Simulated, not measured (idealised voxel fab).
You're looking at the process module voxel self aligned contacts.
Section cut is 255 nm wide and gridded with 5 nm square cells.
Heads up, the way a cross-section reads in here is a grid of square cells, handed over as bands from the top down, with every band being one or more rows of cells. Quick guide to a band line: top height, bottom height (nm) up front; then every material left to right with its width in nm. Only one material and it's marked "everywhere"? Then it fills the band edge to edge. And "empty" just means empty space. Measure heights from 0. That's the level where, below it, the as-received wafer is all one material. The lowest band is bottomless and extends downward; write it as in "from 0 down". So if you see something like "30->40" for the width, read it as the top row of the band sitting at the first number and the bottom row at the second, with every row in between moving by the same amount as the last. "nothing changed", as given for a step, is the statement that not any cell of the cross-section underwent a change during that step. Heads up: "Closed cavities" only lists the empty pockets with no open path to the top that are 8 cells or more, and it writes them as width x height at distance, distance from the left edge, in nm. Heads up: the bit after the settings on a step's line is the simulator's remark on that step. A step's line can hold "overlay nm"; with a mask on that step, the setting says how far right of the planned place the mask lay, while a negative setting says it lay to the left.

PLANNED PROCESS STEPS
step 1: RECEIVE,material Si
step 2: CONFORMAL_DEP,material SiO2,thk nm 5
step 3: DIRECTIONAL_DEP,material polySi,thk nm 30
step 4: DIRECTIONAL_DEP,material SiN,thk nm 25
step 5: DIRECTIONAL_DEP,material aC,thk nm 15
step 6: PATTERN,tone cover,mask id GATE,material resist,width nm 35,pitch nm 75,thk nm 35,overlay nm 0
step 7: DIRECTIONAL_ETCH,etch materials aC,depth nm 15
step 8: STRIP,etch materials resist
step 9: DIRECTIONAL_ETCH,etch materials SiN,depth nm 25
step 10: DIRECTIONAL_ETCH,etch materials polySi,depth nm 30
step 11: STRIP,etch materials aC
step 12: CONFORMAL_DEP,material SiN,thk nm 10
step 13: DIRECTIONAL_ETCH,etch materials SiN,depth nm 10
step 14: FILL_DEP,material SiO2,thk nm 15
step 15: CMP,height nm 70
step 16: MASKED_ETCH,tone open,mask id CONTACT,width nm 60,etch materials SiO2,depth nm 70,overlay nm 0
step 17: CONFORMAL_DEP,material TiN,thk nm 5
step 18: FILL_DEP,material W,thk nm 10
step 19: CMP,height nm 70
step 20: CONFORMAL_DEP,material SiN,thk nm 5

THE FIRST OF TWO WAFERS, RUN AS PLANNED

CROSS-SECTION OF THE WAFER UPON ARRIVAL, REPRESENTING THE STATE REACHED AFTER STEP 1
from 0 down: Si everywhere
Closed cavities: none

SECTIONAL VIEW: WAFER, AFTER STEP 2
from 5 to 0: SiO2 everywhere
Unchanged below 0.

SECTIONAL VIEW: WAFER, AFTER STEP 3
from 35 to 5: polySi everywhere
Unchanged below 5.

SECTIONAL VIEW: WAFER, AFTER STEP 4
from 60 to 35: SiN everywhere
Unchanged below 35.

SECTIONAL VIEW: WAFER, AFTER STEP 5
from 75 to 60: aC everywhere
Unchanged below 60.

SECTIONAL VIEW: WAFER, AFTER STEP 6
from 110 to 75: empty 70 / resist 35 / empty 40 / resist 35 / empty 75
Unchanged below 75.

SECTIONAL VIEW: WAFER, AFTER STEP 7
from 95 to 75: empty 70 / resist 35 / empty 40 / resist 35 / empty 75
from 75 to 60: empty 70 / aC 35 / empty 40 / aC 35 / empty 75
Unchanged below 60.

SECTIONAL VIEW: WAFER, AFTER STEP 8
from 75 to 60: empty 70 / aC 35 / empty 40 / aC 35 / empty 75
Unchanged below 60.

SECTIONAL VIEW: WAFER, AFTER STEP 9
from 75 to 60: empty 70 / aC 35 / empty 40 / aC 35 / empty 75
from 60 to 35: empty 70 / SiN 35 / empty 40 / SiN 35 / empty 75
Unchanged below 35.

SECTIONAL VIEW: WAFER, AFTER STEP 10
from 75 to 60: empty 70 / aC 35 / empty 40 / aC 35 / empty 75
from 60 to 35: empty 70 / SiN 35 / empty 40 / SiN 35 / empty 75
from 35 to 5: empty 70 / polySi 35 / empty 40 / polySi 35 / empty 75
Unchanged below 5.

SECTIONAL VIEW: WAFER, AFTER STEP 11
from 60 to 35: empty 70 / SiN 35 / empty 40 / SiN 35 / empty 75
Unchanged below 35.

SECTIONAL VIEW: WAFER, AFTER STEP 12
from 70 to 35: empty 60 / SiN 55 / empty 20 / SiN 55 / empty 65
from 35 to 15: empty 60 / SiN 10 / polySi 35 / SiN 10 / empty 20 / SiN 10 / polySi 35 / SiN 10 / empty 65
from 15 to 5: SiN 70 / polySi 35 / SiN 40 / polySi 35 / SiN 75
Unchanged below 5.

SECTIONAL VIEW: WAFER, AFTER STEP 13
from 60 to 35: empty 60 / SiN 55 / empty 20 / SiN 55 / empty 65
from 35 to 5: empty 60 / SiN 10 / polySi 35 / SiN 10 / empty 20 / SiN 10 / polySi 35 / SiN 10 / empty 65
Unchanged below 5.

SECTIONAL VIEW: WAFER, AFTER STEP 14
from 75 to 60: SiO2 everywhere
from 60 to 35: SiO2 60 / SiN 55 / SiO2 20 / SiN 55 / SiO2 65
from 35 to 5: SiO2 60 / SiN 10 / polySi 35 / SiN 10 / SiO2 20 / SiN 10 / polySi 35 / SiN 10 / SiO2 65
Unchanged below 5.

SECTIONAL VIEW: WAFER, AFTER STEP 15
from 70 to 60: SiO2 everywhere
Unchanged below 60.

SECTIONAL VIEW: WAFER, AFTER STEP 16
from 70 to 60: SiO2 95 / empty 60 / SiO2 100
from 60 to 35: SiO2 60 / SiN 55 / empty 20 / SiN 55 / SiO2 65
from 35 to 5: SiO2 60 / SiN 10 / polySi 35 / SiN 10 / empty 20 / SiN 10 / polySi 35 / SiN 10 / SiO2 65
from 5 to 0: SiO2 115 / empty 20 / SiO2 120
Unchanged below 0.

SECTIONAL VIEW: WAFER, AFTER STEP 17
from 75 to 70: TiN 100 / empty 50 / TiN 105
from 70 to 60: SiO2 95 / TiN 5->25 / empty 50->10 / TiN 5->25 / SiO2 100
from 60 to 35: SiO2 60 / SiN 55 / TiN 5 / empty 10 / TiN 5 / SiN 55 / SiO2 65
from 35 to 5: SiO2 60 / SiN 10 / polySi 35 / SiN 10 / TiN 5 / empty 10 / TiN 5 / SiN 10 / polySi 35 / SiN 10 / SiO2 65
from 5 to 0: SiO2 115 / TiN 20 / SiO2 120
Unchanged below 0.

SECTIONAL VIEW: WAFER, AFTER STEP 18
from 85 to 75: W everywhere
from 75 to 70: TiN 100 / W 50 / TiN 105
from 70 to 60: SiO2 95 / TiN 5->25 / W 50->10 / TiN 5->25 / SiO2 100
from 60 to 35: SiO2 60 / SiN 55 / TiN 5 / W 10 / TiN 5 / SiN 55 / SiO2 65
from 35 to 5: SiO2 60 / SiN 10 / polySi 35 / SiN 10 / TiN 5 / W 10 / TiN 5 / SiN 10 / polySi 35 / SiN 10 / SiO2 65
Unchanged below 5.

SECTIONAL VIEW: WAFER, AFTER STEP 19
from 70 to 60: SiO2 95 / TiN 5->25 / W 50->10 / TiN 5->25 / SiO2 100
Unchanged below 60.

SECTIONAL VIEW: WAFER, AFTER STEP 20
from 75 to 70: SiN everywhere
Unchanged below 70.

SECOND WAFER. START AND PLAN AS FOR THE FIRST. ONE MISTAKE MADE IN RUNNING. AGREES WITH THE FIRST UP TO AND INCLUDING STEP 5

CROSS-SECTION OF THE SECOND WAFER AT THE TIME STEP 6 OF THE PLAN SHOULD HAVE ENDED
from 110 to 75: empty 80 / resist 35 / empty 40 / resist 35 / empty 65
Unchanged below 75.

CROSS-SECTION OF THE SECOND WAFER AT THE TIME STEP 7 OF THE PLAN SHOULD HAVE ENDED
from 95 to 75: empty 80 / resist 35 / empty 40 / resist 35 / empty 65
from 75 to 60: empty 80 / aC 35 / empty 40 / aC 35 / empty 65
Unchanged below 60.

CROSS-SECTION OF THE SECOND WAFER AT THE TIME STEP 8 OF THE PLAN SHOULD HAVE ENDED
from 75 to 60: empty 80 / aC 35 / empty 40 / aC 35 / empty 65
Unchanged below 60.

CROSS-SECTION OF THE SECOND WAFER AT THE TIME STEP 9 OF THE PLAN SHOULD HAVE ENDED
from 75 to 60: empty 80 / aC 35 / empty 40 / aC 35 / empty 65
from 60 to 35: empty 80 / SiN 35 / empty 40 / SiN 35 / empty 65
Unchanged below 35.

CROSS-SECTION OF THE SECOND WAFER AT THE TIME STEP 10 OF THE PLAN SHOULD HAVE ENDED
from 75 to 60: empty 80 / aC 35 / empty 40 / aC 35 / empty 65
from 60 to 35: empty 80 / SiN 35 / empty 40 / SiN 35 / empty 65
from 35 to 5: empty 80 / polySi 35 / empty 40 / polySi 35 / empty 65
Unchanged below 5.

CROSS-SECTION OF THE SECOND WAFER AT THE TIME STEP 11 OF THE PLAN SHOULD HAVE ENDED
from 60 to 35: empty 80 / SiN 35 / empty 40 / SiN 35 / empty 65
Unchanged below 35.

CROSS-SECTION OF THE SECOND WAFER AT THE TIME STEP 12 OF THE PLAN SHOULD HAVE ENDED
from 70 to 35: empty 70 / SiN 55 / empty 20 / SiN 55 / empty 55
from 35 to 15: empty 70 / SiN 10 / polySi 35 / SiN 10 / empty 20 / SiN 10 / polySi 35 / SiN 10 / empty 55
from 15 to 5: SiN 80 / polySi 35 / SiN 40 / polySi 35 / SiN 65
Unchanged below 5.

CROSS-SECTION OF THE SECOND WAFER AT THE TIME STEP 13 OF THE PLAN SHOULD HAVE ENDED
from 60 to 35: empty 70 / SiN 55 / empty 20 / SiN 55 / empty 55
from 35 to 5: empty 70 / SiN 10 / polySi 35 / SiN 10 / empty 20 / SiN 10 / polySi 35 / SiN 10 / empty 55
Unchanged below 5.

CROSS-SECTION OF THE SECOND WAFER AT THE TIME STEP 14 OF THE PLAN SHOULD HAVE ENDED
from 75 to 60: SiO2 everywhere
from 60 to 35: SiO2 70 / SiN 55 / SiO2 20 / SiN 55 / SiO2 55
from 35 to 5: SiO2 70 / SiN 10 / polySi 35 / SiN 10 / SiO2 20 / SiN 10 / polySi 35 / SiN 10 / SiO2 55
Unchanged below 5.

CROSS-SECTION OF THE SECOND WAFER AT THE TIME STEP 15 OF THE PLAN SHOULD HAVE ENDED
from 70 to 60: SiO2 everywhere
Unchanged below 60.

CROSS-SECTION OF THE SECOND WAFER AT THE TIME STEP 16 OF THE PLAN SHOULD HAVE ENDED
from 70 to 60: SiO2 95 / empty 60 / SiO2 100
from 60 to 35: SiO2 70 / SiN 55 / empty 20 / SiN 55 / SiO2 55
from 35 to 5: SiO2 70 / SiN 10 / polySi 35 / SiN 10 / empty 20 / SiN 10 / polySi 35 / SiN 10 / SiO2 55
from 5 to 0: SiO2 125 / empty 20 / SiO2 110
Unchanged below 0.

CROSS-SECTION OF THE SECOND WAFER AT THE TIME STEP 17 OF THE PLAN SHOULD HAVE ENDED
from 75 to 70: TiN 100 / empty 50 / TiN 105
from 70 to 60: SiO2 95 / TiN 5->35 / empty 50->10 / TiN 5->15 / SiO2 100
from 60 to 35: SiO2 70 / SiN 55 / TiN 5 / empty 10 / TiN 5 / SiN 55 / SiO2 55
from 35 to 5: SiO2 70 / SiN 10 / polySi 35 / SiN 10 / TiN 5 / empty 10 / TiN 5 / SiN 10 / polySi 35 / SiN 10 / SiO2 55
from 5 to 0: SiO2 125 / TiN 20 / SiO2 110
Unchanged below 0.

CROSS-SECTION OF THE SECOND WAFER AT THE TIME STEP 18 OF THE PLAN SHOULD HAVE ENDED
from 85 to 75: W everywhere
from 75 to 70: TiN 100 / W 50 / TiN 105
from 70 to 60: SiO2 95 / TiN 5->35 / W 50->10 / TiN 5->15 / SiO2 100
from 60 to 35: SiO2 70 / SiN 55 / TiN 5 / W 10 / TiN 5 / SiN 55 / SiO2 55
from 35 to 5: SiO2 70 / SiN 10 / polySi 35 / SiN 10 / TiN 5 / W 10 / TiN 5 / SiN 10 / polySi 35 / SiN 10 / SiO2 55
Unchanged below 5.

CROSS-SECTION OF THE SECOND WAFER AT THE TIME STEP 19 OF THE PLAN SHOULD HAVE ENDED
from 70 to 60: SiO2 95 / TiN 5->35 / W 50->10 / TiN 5->15 / SiO2 100
Unchanged below 60.

CROSS-SECTION OF THE SECOND WAFER AT THE TIME STEP 20 OF THE PLAN SHOULD HAVE ENDED
from 75 to 70: SiN everywhere
Unchanged below 70.
what went wrong: contrary to plan, step 6 was performed as PATTERN,tone cover,mask id GATE,material resist,width nm 35,pitch nm 75,thk nm 35,overlay nm 10
The two final wafers agree on how many cells each material fills and disagree on which cells those are.
